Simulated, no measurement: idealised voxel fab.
Proc. module: voxel gate over fins
Xsec cut, 285 nm wide, square cell size 5 nm.
Format of a cross-section: grid, square cells. Given as bands. Order: top down. Band: one or more rows of cells.
Read a band's entry like this: the first values are the height of its top and the height of its bottom in nm, and what follows is the sequence of materials from left to right, each with its width in nm. Note that "blank" is empty space, and that a single material marked "full width" reaches across the band from edge to edge.
Heights are reckoned from 0. Under this level, the received wafer is all of one material. The bottommost band is open-ended downward, for example "0..down".
The two numbers in a width such as "30 to 40" mark its ends across the band: the first belongs to the top row of cells, the second to the bottom row, and from each row to the next the width moves by the same amount.
No cell of the cross-section changed in a step that is given as "nothing got changed".
Enclosed cavity list: empty space of 8 cells or more with no open way to the top, each as width x height at its distance from the left edge, in nm
after a step's settings: what the simulator itself notes on the step
"overlay nm", when on a step's line for a step with a mask, measures how far to the right of its planned place the mask lay; a negative measure means to the left.
This section lists the process steps that were planned
1) RECEIVE, material Si
2) CONFORMAL_DEP, material SiN, thk nm 10
3) MASKED_ETCH, tone cover, mask id FINS, width nm 15, pitch nm 35, etch materials SiN, depth nm 10, overlay nm 0
4) MASKED_ETCH, tone cover, mask id FINS, width nm 15, pitch nm 35, etch materials Si, depth nm 30, overlay nm 0
5) OXIDIZE, depth nm 5
6) FILL_DEP, material SiO2, thk nm 15
7) CMP, height nm 10
8) SELECTIVE_ETCH, etch materials SiO2, depth nm 25
9) STRIP, etch materials SiN
10) CONFORMAL_DEP, material HfO2, thk nm 5
11) CONFORMAL_DEP, material TiN, thk nm 5
12) CONFORMAL_DEP, material TiAl, thk nm 5
13) CONFORMAL_DEP, material TiN, thk nm 5
14) FILL_DEP, material W, thk nm 10
15) CMP, height nm 25
16) CONFORMAL_DEP, material SiN, thk nm 5
First wafer, as planned
So this is the incoming wafer in cross-section - it's already been through step 1
- 0..down: Si full width
- Enclosed cavity list: none
Cross-sectional representation of the wafer at the conclusion of step 2
- 10..0: SiN full width
- No changes below 0.
Cross-sectional representation of the wafer at the conclusion of step 3
- 10..0: blank=115 | SiN=15 | blank=20 | SiN=15 | blank=120
- No changes below 0.
Cross-sectional representation of the wafer at the conclusion of step 4
- 10..0: blank=115 | SiN=15 | blank=20 | SiN=15 | blank=120
- 0..-30: blank=115 | Si=15 | blank=20 | Si=15 | blank=120
- No changes below -30.
Cross-sectional representation of the wafer at the conclusion of step 5
- 10..0: blank=115 | SiN=15 | blank=20 | SiN=15 | blank=120
- 0..-30: blank=115 | SiO2=5 | Si=5 | SiO2=5 | blank=20 | SiO2=5 | Si=5 | SiO2=5 | blank=120
- -30..-35: SiO2=120 | Si=5 | SiO2=30 | Si=5 | SiO2=125
- No changes below -35.
Cross-sectional representation of the wafer at the conclusion of step 6
- 25..10: SiO2 full width
- 10..0: SiO2=115 | SiN=15 | SiO2=20 | SiN=15 | SiO2=120
- 0..-35: SiO2=120 | Si=5 | SiO2=30 | Si=5 | SiO2=125
- No changes below -35.
Cross-sectional representation of the wafer at the conclusion of step 7
- 10..0: SiO2=115 | SiN=15 | SiO2=20 | SiN=15 | SiO2=120
- No changes below 0.
Cross-sectional representation of the wafer at the conclusion of step 8
- 10..0: blank=115 | SiN=15 | blank=20 | SiN=15 | blank=120
- 0..-15: blank=120 | Si=5 | blank=30 | Si=5 | blank=125
- No changes below -15.
Cross-sectional representation of the wafer at the conclusion of step 9
- 0..-15: blank=120 | Si=5 | blank=30 | Si=5 | blank=125
- No changes below -15.
Cross-sectional representation of the wafer at the conclusion of step 10
- 5..0: blank=115 | HfO2=15 | blank=20 | HfO2=15 | blank=120
- 0..-10: blank=115 | HfO2=5 | Si=5 | HfO2=5 | blank=20 | HfO2=5 | Si=5 | HfO2=5 | blank=120
- -10..-15: HfO2=120 | Si=5 | HfO2=30 | Si=5 | HfO2=125
- No changes below -15.
Cross-sectional representation of the wafer at the conclusion of step 11
- 10..5: blank=110 | TiN=25 | blank=10 | TiN=25 | blank=115
- 5..0: blank=110 | TiN=5 | HfO2=15 | TiN=5 | blank=10 | TiN=5 | HfO2=15 | TiN=5 | blank=115
- 0..-5: blank=110 | TiN=5 | HfO2=5 | Si=5 | HfO2=5 | TiN=5 | blank=10 | TiN=5 | HfO2=5 | Si=5 | HfO2=5 | TiN=5 | blank=115
- -5..-10: TiN=115 | HfO2=5 | Si=5 | HfO2=5 | TiN=20 | HfO2=5 | Si=5 | HfO2=5 | TiN=120
- No changes below -10.
Cross-sectional representation of the wafer at the conclusion of step 12
- 15..10: blank=105 | TiAl=70 | blank=110
- 10..5: blank=105 | TiAl=5 | TiN=25 | TiAl=10 | TiN=25 | TiAl=5 | blank=110
- 5..0: blank=105 | TiAl=5 | TiN=5 | HfO2=15 | TiN=5 | TiAl=10 | TiN=5 | HfO2=15 | TiN=5 | TiAl=5 | blank=110
- 0..-5: TiAl=110 | TiN=5 | HfO2=5 | Si=5 | HfO2=5 | TiN=5 | TiAl=10 | TiN=5 | HfO2=5 | Si=5 | HfO2=5 | TiN=5 | TiAl=115
- No changes below -5.
Cross-sectional representation of the wafer at the conclusion of step 13
- 20..15: blank=100 | TiN=80 | blank=105
- 15..10: blank=100 | TiN=5 | TiAl=70 | TiN=5 | blank=105
- 10..5: blank=100 | TiN=5 | TiAl=5 | TiN=25 | TiAl=10 | TiN=25 | TiAl=5 | TiN=5 | blank=105
- 5..0: TiN=105 | TiAl=5 | TiN=5 | HfO2=15 | TiN=5 | TiAl=10 | TiN=5 | HfO2=15 | TiN=5 | TiAl=5 | TiN=110
- No changes below 0.
Cross-sectional representation of the wafer at the conclusion of step 14
- 30..20: W full width
- 20..15: W=100 | TiN=80 | W=105
- 15..10: W=100 | TiN=5 | TiAl=70 | TiN=5 | W=105
- 10..5: W=100 | TiN=5 | TiAl=5 | TiN=25 | TiAl=10 | TiN=25 | TiAl=5 | TiN=5 | W=105
- No changes below 5.
Cross-sectional representation of the wafer at the conclusion of step 15
- 25..20: W full width
- No changes below 20.
Cross-sectional representation of the wafer at the conclusion of step 16
- 30..25: SiN full width
- No changes below 25.
Wafer two. Identical start, identical plan. One mistake in execution. Identical history through step 3
Cross-sectional view of the second wafer at the intended end time of process step 4
- 10..0: blank=115 | SiN=15 | blank=20 | SiN=15 | blank=120
- 0..-25: blank=115 | Si=15 | blank=20 | Si=15 | blank=120
- No changes below -25.
Cross-sectional view of the second wafer at the intended end time of process step 5
- 10..0: blank=115 | SiN=15 | blank=20 | SiN=15 | blank=120
- 0..-25: blank=115 | SiO2=5 | Si=5 | SiO2=5 | blank=20 | SiO2=5 | Si=5 | SiO2=5 | blank=120
- -25..-30: SiO2=120 | Si=5 | SiO2=30 | Si=5 | SiO2=125
- No changes below -30.
Cross-sectional view of the second wafer at the intended end time of process step 6
- 25..10: SiO2 full width
- 10..0: SiO2=115 | SiN=15 | SiO2=20 | SiN=15 | SiO2=120
- 0..-30: SiO2=120 | Si=5 | SiO2=30 | Si=5 | SiO2=125
- No changes below -30.
Cross-sectional view of the second wafer at the intended end time of process step 7
- 10..0: SiO2=115 | SiN=15 | SiO2=20 | SiN=15 | SiO2=120
- No changes below 0.
Cross-sectional view of the second wafer at the intended end time of process step 8
- 10..0: blank=115 | SiN=15 | blank=20 | SiN=15 | blank=120
- 0..-15: blank=120 | Si=5 | blank=30 | Si=5 | blank=125
- No changes below -15.
Cross-sectional view of the second wafer at the intended end time of process step 9
- 0..-15: blank=120 | Si=5 | blank=30 | Si=5 | blank=125
- No changes below -15.
Cross-sectional view of the second wafer at the intended end time of process step 10
- 5..0: blank=115 | HfO2=15 | blank=20 | HfO2=15 | blank=120
- 0..-10: blank=115 | HfO2=5 | Si=5 | HfO2=5 | blank=20 | HfO2=5 | Si=5 | HfO2=5 | blank=120
- -10..-15: HfO2=120 | Si=5 | HfO2=30 | Si=5 | HfO2=125
- No changes below -15.
Cross-sectional view of the second wafer at the intended end time of process step 11
- 10..5: blank=110 | TiN=25 | blank=10 | TiN=25 | blank=115
- 5..0: blank=110 | TiN=5 | HfO2=15 | TiN=5 | blank=10 | TiN=5 | HfO2=15 | TiN=5 | blank=115
- 0..-5: blank=110 | TiN=5 | HfO2=5 | Si=5 | HfO2=5 | TiN=5 | blank=10 | TiN=5 | HfO2=5 | Si=5 | HfO2=5 | TiN=5 | blank=115
- -5..-10: TiN=115 | HfO2=5 | Si=5 | HfO2=5 | TiN=20 | HfO2=5 | Si=5 | HfO2=5 | TiN=120
- No changes below -10.
Cross-sectional view of the second wafer at the intended end time of process step 12
- 15..10: blank=105 | TiAl=70 | blank=110
- 10..5: blank=105 | TiAl=5 | TiN=25 | TiAl=10 | TiN=25 | TiAl=5 | blank=110
- 5..0: blank=105 | TiAl=5 | TiN=5 | HfO2=15 | TiN=5 | TiAl=10 | TiN=5 | HfO2=15 | TiN=5 | TiAl=5 | blank=110
- 0..-5: TiAl=110 | TiN=5 | HfO2=5 | Si=5 | HfO2=5 | TiN=5 | TiAl=10 | TiN=5 | HfO2=5 | Si=5 | HfO2=5 | TiN=5 | TiAl=115
- No changes below -5.
Cross-sectional view of the second wafer at the intended end time of process step 13
- 20..15: blank=100 | TiN=80 | blank=105
- 15..10: blank=100 | TiN=5 | TiAl=70 | TiN=5 | blank=105
- 10..5: blank=100 | TiN=5 | TiAl=5 | TiN=25 | TiAl=10 | TiN=25 | TiAl=5 | TiN=5 | blank=105
- 5..0: TiN=105 | TiAl=5 | TiN=5 | HfO2=15 | TiN=5 | TiAl=10 | TiN=5 | HfO2=15 | TiN=5 | TiAl=5 | TiN=110
- No changes below 0.
Cross-sectional view of the second wafer at the intended end time of process step 14
- 30..20: W full width
- 20..15: W=100 | TiN=80 | W=105
- 15..10: W=100 | TiN=5 | TiAl=70 | TiN=5 | W=105
- 10..5: W=100 | TiN=5 | TiAl=5 | TiN=25 | TiAl=10 | TiN=25 | TiAl=5 | TiN=5 | W=105
- No changes below 5.
Cross-sectional view of the second wafer at the intended end time of process step 15
- 25..20: W full width
- No changes below 20.
Cross-sectional view of the second wafer at the intended end time of process step 16
- 30..25: SiN full width
- No changes below 25.
Short version of what went wrong: it should be noted that step 4 was executed with settings other than those planned, the operation and settings actually applied being MASKED_ETCH, tone cover, mask id FINS, width nm 15, pitch nm 35, etch materials Si, depth nm 25, overlay nm 0
The final cell counts differ between the wafers, with the second having more or fewer of some materials than the first: 55 more of Si; 55 fewer of SiO2
